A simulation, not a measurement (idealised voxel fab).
Process module name: voxel self aligned contacts
Square cells of 5 nm make up the cross-section cut, whose width is 235 nm.
The cross-sections in this document take the form of a grid made of square cells. They are written out as bands, in order from top to bottom. Each band consists of one or more rows of cells. This entry defines a band. It first specifies the height of the band's top and the height of its bottom in nm, and then specifies the band's materials from left to right, stating each material with its width in nm. The word "throughout" identifies a single material that fills the band from edge to edge, while the word "empty" identifies empty space. Beneath 0, the wafer as received is one material, and that level is where height counting begins. The lowest band goes on downward without a bottom; it is written like "from 0 down". With a width like "30->40", each row of cells in the band differs from the next by the same amount, the top row carrying the first number and the bottom row the second. Take "remained unchanged" at face value: in the step it is given for, the cross-section changed in none of its cells. Closed-off voids of 8+ cells (no open route to the top) go in "Enclosed cavity list", written width x height at distance from the left edge, in nm. If you see something after the settings on a step's line, that's the simulator's own remark about that step. If you see "overlay nm" on a step's line and that step has a mask, it's telling you how far right of where it was planned the mask ended up; a negative number means it went left instead.

INTENDED PROCESS STEPS
step 1: RECEIVE (material Si)
step 2: CONFORMAL_DEP (material SiO2; thk nm 5)
step 3: DIRECTIONAL_DEP (material polySi; thk nm 20)
step 4: DIRECTIONAL_DEP (material SiN; thk nm 20)
step 5: DIRECTIONAL_DEP (material aC; thk nm 10)
step 6: PATTERN (tone cover; mask id GATE; material resist; width nm 35; pitch nm 75; thk nm 25; overlay nm 0)
step 7: DIRECTIONAL_ETCH (etch materials aC; depth nm 10)
step 8: STRIP (etch materials resist)
step 9: DIRECTIONAL_ETCH (etch materials SiN; depth nm 20)
step 10: DIRECTIONAL_ETCH (etch materials polySi; depth nm 20)
step 11: STRIP (etch materials aC)
step 12: CONFORMAL_DEP (material SiN; thk nm 10)
step 13: DIRECTIONAL_ETCH (etch materials SiN; depth nm 10)
step 14: FILL_DEP (material SiO2; thk nm 20)
step 15: CMP (height nm 55)
step 16: PATTERN (tone open; mask id CONTACT; material resist; width nm 60; pitch nm 75; thk nm 15; overlay nm 0)
step 17: DIRECTIONAL_ETCH (etch materials SiO2; depth nm 55)
step 18: STRIP (etch materials resist)
step 19: CONFORMAL_DEP (material TiN; thk nm 5)
step 20: FILL_DEP (material W; thk nm 5)
step 21: CMP (height nm 55)
step 22: CONFORMAL_DEP (material SiN; thk nm 5)

CROSS-SECTION, INCOMING MATERIAL, AFTER STEP 1
  from 0 down = Si throughout
  Enclosed cavity list: none

THE FOLLOWING CROSS-SECTION DEPICTS THE WAFER UPON CONCLUSION OF THE MODULE. PROCESSING COMMENCED FROM THE STARTING CONDITION ILLUSTRATED ABOVE AND ADHERED TO THE PLAN ILLUSTRATED ABOVE, SAVE FOR ONE MISTAKE IN EXECUTION
  from 60 to 55 = SiN throughout
  from 55 to 35 = SiO2 (15) | SiN (55) | TiN (5) | W (10) | TiN (5) | SiN (55) | TiN (5) | W (10) | TiN (5) | SiN (55) | SiO2 (15)
  from 35 to 15 = SiO2 (15) | SiN (10) | polySi (35) | SiN (10) | TiN (5) | W (10) | TiN (5) | SiN (10) | polySi (35) | SiN (10) | TiN (5) | W (10) | TiN (5) | SiN (10) | polySi (35) | SiN (10) | SiO2 (15)
  from 15 to 5 = SiO2 (70) | TiN (5) | W (10) | TiN (5) | SiO2 (55) | TiN (5) | W (10) | TiN (5) | SiO2 (70)
  from 5 to 0 = SiO2 (70) | TiN (20) | SiO2 (55) | TiN (20) | SiO2 (70)
  from 0 down = Si throughout
  Enclosed cavity list: none
what went wrong: step 2 went in with a setting other than planned; the actual run was CONFORMAL_DEP (material SiO2; thk nm 15)
